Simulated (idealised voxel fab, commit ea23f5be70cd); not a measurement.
process module | voxel ribs on slabs
cross-section cut | 235 nm wide | cells 5 nm
A cross-section is a grid of square cells, given in bands from the top down. A band is one or more rows of cells.
Each band's line starts with the height of the band's top and of its bottom, in nm. Then come its materials from left to right, each with its width in nm. One material with "throughout" fills the band from edge to edge. "air" is empty space.
Height 0 is the level under which the wafer as received is all one material. The lowest band goes on downwards, as in "0 down".
A width such as "30 to 40" changes by the same amount from each row of cells to the next, from the band's top row to its bottom row.
"no change" after a step means that no cell of the cross-section changed.
closed voids: empty space of 8 cells or more with no open way to the top, each as width x height at its distance from the left edge, in nm
after a step's settings: what the simulator itself notes on the step
overlay nm, on a step with a mask: how far to the right of its planned place the mask lay; to the left if negative
plan
1 op RECEIVE | material Si
2 op DIRECTIONAL_DEP | material SiO2 | thk nm 25
3 op DIRECTIONAL_DEP | material polySi | thk nm 25
4 op DIRECTIONAL_DEP | material aC | thk nm 10
5 op PATTERN | tone cover | mask id RIB | material resist | width nm 25 | thk nm 25 | overlay nm 0
6 op DIRECTIONAL_ETCH | etch materials aC | depth nm 10
7 op STRIP | etch materials resist
8 op DIRECTIONAL_ETCH | etch materials polySi | depth nm 10
9 op STRIP | etch materials aC
10 op DIRECTIONAL_DEP | material aC | thk nm 15
11 op PATTERN | tone cover | mask id SLAB | material resist | width nm 65 | thk nm 35 | overlay nm 0
12 op DIRECTIONAL_ETCH | etch materials aC | depth nm 15
13 op STRIP | etch materials resist
14 op DIRECTIONAL_ETCH | etch materials polySi | depth nm 15
15 op STRIP | etch materials aC
16 op FILL_DEP | material SiO2 | thk nm 30
17 op CMP | height nm 70
18 op DIRECTIONAL_DEP | material W | thk nm 5
19 op PATTERN | tone cover | mask id HEATER | material resist | width nm 35 | thk nm 15 | overlay nm 0
20 op DIRECTIONAL_ETCH | etch materials W | depth nm 5
21 op STRIP | etch materials resist
22 op CONFORMAL_DEP | material SiN | thk nm 5
first wafer, as planned
as received, after step 1
  0 down: Si throughout
  closed voids: none
after step 2
  25 to 0: SiO2 throughout
  below 0: unchanged
after step 3
  50 to 25: polySi throughout
  below 25: unchanged
after step 4
  60 to 50: aC throughout
  below 50: unchanged
after step 5
  85 to 60: air 105 | resist 25 | air 105
  below 60: unchanged
after step 6
  75 to 60: air 105 | resist 25 | air 105
  60 to 50: air 105 | aC 25 | air 105
  below 50: unchanged
after step 7
  60 to 50: air 105 | aC 25 | air 105
  below 50: unchanged
after step 8
  60 to 50: air 105 | aC 25 | air 105
  50 to 40: air 105 | polySi 25 | air 105
  below 40: unchanged
after step 9
  50 to 40: air 105 | polySi 25 | air 105
  below 40: unchanged
after step 10
  65 to 55: air 105 | aC 25 | air 105
  55 to 50: aC throughout
  50 to 40: aC 105 | polySi 25 | aC 105
  below 40: unchanged
after step 11
  100 to 65: air 85 | resist 65 | air 85
  65 to 55: air 85 | resist 20 | aC 25 | resist 20 | air 85
  below 55: unchanged
after step 12
  85 to 65: air 85 | resist 65 | air 85
  65 to 55: air 85 | resist 20 | aC 25 | resist 20 | air 85
  55 to 50: air 85 | aC 65 | air 85
  50 to 40: air 85 | aC 20 | polySi 25 | aC 20 | air 85
  below 40: unchanged
after step 13
  65 to 55: air 105 | aC 25 | air 105
  below 55: unchanged
after step 14
  65 to 55: air 105 | aC 25 | air 105
  55 to 50: air 85 | aC 65 | air 85
  50 to 40: air 85 | aC 20 | polySi 25 | aC 20 | air 85
  40 to 25: air 85 | polySi 65 | air 85
  below 25: unchanged
after step 15
  50 to 40: air 105 | polySi 25 | air 105
  below 40: unchanged
after step 16
  80 to 50: SiO2 throughout
  50 to 40: SiO2 105 | polySi 25 | SiO2 105
  40 to 25: SiO2 85 | polySi 65 | SiO2 85
  below 25: unchanged
after step 17
  70 to 50: SiO2 throughout
  below 50: unchanged
after step 18
  75 to 70: W throughout
  below 70: unchanged
after step 19
  90 to 75: air 100 | resist 35 | air 100
  below 75: unchanged
after step 20
  90 to 75: air 100 | resist 35 | air 100
  75 to 70: air 100 | W 35 | air 100
  below 70: unchanged
after step 21
  75 to 70: air 100 | W 35 | air 100
  below 70: unchanged
after step 22
  80 to 75: air 95 | SiN 45 | air 95
  75 to 70: SiN 100 | W 35 | SiN 100
  below 70: unchanged
second wafer: like start, like plan, one mistake. Through step 2 it matches the first wafer
when step 3 should have ended
  75 to 25: polySi throughout
  below 25: unchanged
when step 4 should have ended
  85 to 75: aC throughout
  below 75: unchanged
when step 5 should have ended
  110 to 85: air 105 | resist 25 | air 105
  below 85: unchanged
when step 6 should have ended
  100 to 85: air 105 | resist 25 | air 105
  85 to 75: air 105 | aC 25 | air 105
  below 75: unchanged
when step 7 should have ended
  85 to 75: air 105 | aC 25 | air 105
  below 75: unchanged
when step 8 should have ended
  85 to 75: air 105 | aC 25 | air 105
  75 to 65: air 105 | polySi 25 | air 105
  below 65: unchanged
when step 9 should have ended
  75 to 65: air 105 | polySi 25 | air 105
  below 65: unchanged
when step 10 should have ended
  90 to 80: air 105 | aC 25 | air 105
  80 to 75: aC throughout
  75 to 65: aC 105 | polySi 25 | aC 105
  below 65: unchanged
when step 11 should have ended
  125 to 90: air 85 | resist 65 | air 85
  90 to 80: air 85 | resist 20 | aC 25 | resist 20 | air 85
  below 80: unchanged
when step 12 should have ended
  110 to 90: air 85 | resist 65 | air 85
  90 to 80: air 85 | resist 20 | aC 25 | resist 20 | air 85
  80 to 75: air 85 | aC 65 | air 85
  75 to 65: air 85 | aC 20 | polySi 25 | aC 20 | air 85
  below 65: unchanged
when step 13 should have ended
  90 to 80: air 105 | aC 25 | air 105
  below 80: unchanged
when step 14 should have ended
  90 to 80: air 105 | aC 25 | air 105
  80 to 75: air 85 | aC 65 | air 85
  75 to 65: air 85 | aC 20 | polySi 25 | aC 20 | air 85
  65 to 50: air 85 | polySi 65 | air 85
  below 50: unchanged
when step 15 should have ended
  75 to 65: air 105 | polySi 25 | air 105
  below 65: unchanged
when step 16 should have ended
  105 to 75: SiO2 throughout
  75 to 65: SiO2 105 | polySi 25 | SiO2 105
  65 to 50: SiO2 85 | polySi 65 | SiO2 85
  below 50: unchanged
when step 17 should have ended
  70 to 65: SiO2 105 | polySi 25 | SiO2 105
  below 65: unchanged
when step 18 should have ended
  75 to 70: W throughout
  below 70: unchanged
when step 19 should have ended
  90 to 75: air 100 | resist 35 | air 100
  below 75: unchanged
when step 20 should have ended
  90 to 75: air 100 | resist 35 | air 100
  75 to 70: air 100 | W 35 | air 100
  below 70: unchanged
when step 21 should have ended
  75 to 70: air 100 | W 35 | air 100
  below 70: unchanged
when step 22 should have ended
  80 to 75: air 95 | SiN 45 | air 95
  75 to 70: SiN 100 | W 35 | SiN 100
  below 70: unchanged
what went wrong: step 3 was run twice
at the end the second wafer has, in cells: 230 fewer of SiO2 | 230 more of polySi
